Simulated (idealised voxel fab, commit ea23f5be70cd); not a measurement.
This is a process module. Its name is voxel fin reveal.
This is section cut - it's 230 nm across, gridded in 5 nm square cells.
Heads up, the way a cross-section reads in here is a grid of square cells, handed over as bands from the top down, with every band being one or more rows of cells.
Read a band's entry like this: the first values are the height of its top and the height of its bottom in nm, and what follows is the sequence of materials from left to right, each with its width in nm. Note that "empty" is empty space, and that a single material marked "everywhere" reaches across the band from edge to edge.
Heights are reckoned from 0. Under this level, the received wafer is all of one material. The bottommost band is open-ended downward, for example "0 nm and below".
The expression "30 to 40" gives the width at the extremes of the band, the first number at its top row of cells and the second at its bottom row, with the width changing by equal amounts from each row to the next in between.
What does "remained the same" mean for a step? It means no cell of the cross-section changed in that step.
Heads up: "Voids, enclosed" only lists the empty pockets with no open path to the top that are 8 cells or more, and it writes them as width x height at distance, distance from the left edge, in nm.
Where a step's line continues beyond its settings, the continuation is a remark by the simulator itself on that step.
For masked steps, "overlay nm" on the step line gives how far right of plan the mask actually lay; a minus sign means it lay to the left.

[These are the steps we planned for the process]
1 RECEIVE with material Si
2 CONFORMAL_DEP with material SiN, thk nm 5
3 MASKED_ETCH with tone cover, mask id FINS, width nm 15, pitch nm 35, etch materials SiN, depth nm 5, overlay nm 0
4 MASKED_ETCH with tone cover, mask id FINS, width nm 15, pitch nm 35, etch materials Si, depth nm 30, overlay nm 0
5 OXIDIZE with depth nm 5
6 FILL_DEP with material SiO2, thk nm 5
7 CMP with height nm 5
8 SELECTIVE_ETCH with etch materials SiO2, depth nm 25
9 STRIP with etch materials SiN

[The first of a set of two wafers, run to plan]

[This is the cross-section of the wafer as we received it, i.e. after step 1]
	0 nm and below | Si everywhere
	Voids, enclosed: none

[The wafer in cross-section once step 2 is complete]
	5 nm to 0 nm | SiN everywhere
	Heights below 0 show no change.

[The wafer in cross-section once step 3 is complete]
	5 nm to 0 nm | empty 90  SiN 15  empty 20  SiN 15  empty 90
	Heights below 0 show no change.

[The wafer in cross-section once step 4 is complete]
	5 nm to 0 nm | empty 90  SiN 15  empty 20  SiN 15  empty 90
	0 nm to -30 nm | empty 90  Si 15  empty 20  Si 15  empty 90
	Heights below -30 show no change.

[The wafer in cross-section once step 5 is complete]
	5 nm to 0 nm | empty 90  SiN 15  empty 20  SiN 15  empty 90
	0 nm to -30 nm | empty 90  SiO2 5  Si 5  SiO2 5  empty 20  SiO2 5  Si 5  SiO2 5  empty 90
	-30 nm to -35 nm | SiO2 95  Si 5  SiO2 30  Si 5  SiO2 95
	Heights below -35 show no change.

[The wafer in cross-section once step 6 is complete]
	10 nm to 5 nm | SiO2 everywhere
	5 nm to 0 nm | SiO2 90  SiN 15  SiO2 20  SiN 15  SiO2 90
	0 nm to -35 nm | SiO2 95  Si 5  SiO2 30  Si 5  SiO2 95
	Heights below -35 show no change.

[The wafer in cross-section once step 7 is complete]
	5 nm to 0 nm | SiO2 90  SiN 15  SiO2 20  SiN 15  SiO2 90
	Heights below 0 show no change.

[The wafer in cross-section once step 8 is complete]
	5 nm to 0 nm | empty 90  SiN 15  empty 20  SiN 15  empty 90
	0 nm to -20 nm | empty 95  Si 5  empty 30  Si 5  empty 95
	Heights below -20 show no change.

[The wafer in cross-section once step 9 is complete]
	0 nm to -20 nm | empty 95  Si 5  empty 30  Si 5  empty 95
	Heights below -20 show no change.

[Wafer two. Same start, same plan, one slip in execution. Same as wafer one through step 3, inclusive]

[Planned end of step 4: second wafer, cross-section]
	5 nm to 0 nm | empty 90  SiN 15  empty 20  SiN 15  empty 90
	0 nm to -30 nm | empty 85  Si 20  empty 15  Si 20  empty 90
	Heights below -30 show no change.

[Planned end of step 5: second wafer, cross-section]
	5 nm to 0 nm | empty 90  SiN 15  empty 20  SiN 15  empty 90
	0 nm to -5 nm | empty 85  SiO2 10  Si 5  SiO2 5  empty 15  SiO2 10  Si 5  SiO2 5  empty 90
	-5 nm to -30 nm | empty 85  SiO2 5  Si 10  SiO2 5  empty 15  SiO2 5  Si 10  SiO2 5  empty 90
	-30 nm to -35 nm | SiO2 90  Si 10  SiO2 25  Si 10  SiO2 95
	Heights below -35 show no change.

[Planned end of step 6: second wafer, cross-section]
	10 nm to 5 nm | SiO2 everywhere
	5 nm to 0 nm | SiO2 90  SiN 15  SiO2 20  SiN 15  SiO2 90
	0 nm to -5 nm | SiO2 95  Si 5  SiO2 30  Si 5  SiO2 95
	-5 nm to -35 nm | SiO2 90  Si 10  SiO2 25  Si 10  SiO2 95
	Heights below -35 show no change.

[Planned end of step 7: second wafer, cross-section]
	5 nm to 0 nm | SiO2 90  SiN 15  SiO2 20  SiN 15  SiO2 90
	Heights below 0 show no change.

[Planned end of step 8: second wafer, cross-section]
	5 nm to 0 nm | empty 90  SiN 15  empty 20  SiN 15  empty 90
	0 nm to -5 nm | empty 95  Si 5  empty 30  Si 5  empty 95
	-5 nm to -20 nm | empty 90  Si 10  empty 25  Si 10  empty 95
	Heights below -20 show no change.

[Planned end of step 9: second wafer, cross-section]
	0 nm to -5 nm | empty 95  Si 5  empty 30  Si 5  empty 95
	Heights below -5 show no change.
Run error: contrary to plan, step 4 was performed as MASKED_ETCH with tone cover, mask id FINS, width nm 15, pitch nm 35, etch materials Si, depth nm 30, overlay nm -5
at the end the second wafer has, in cells: 12 more of Si; 6 fewer of SiO2
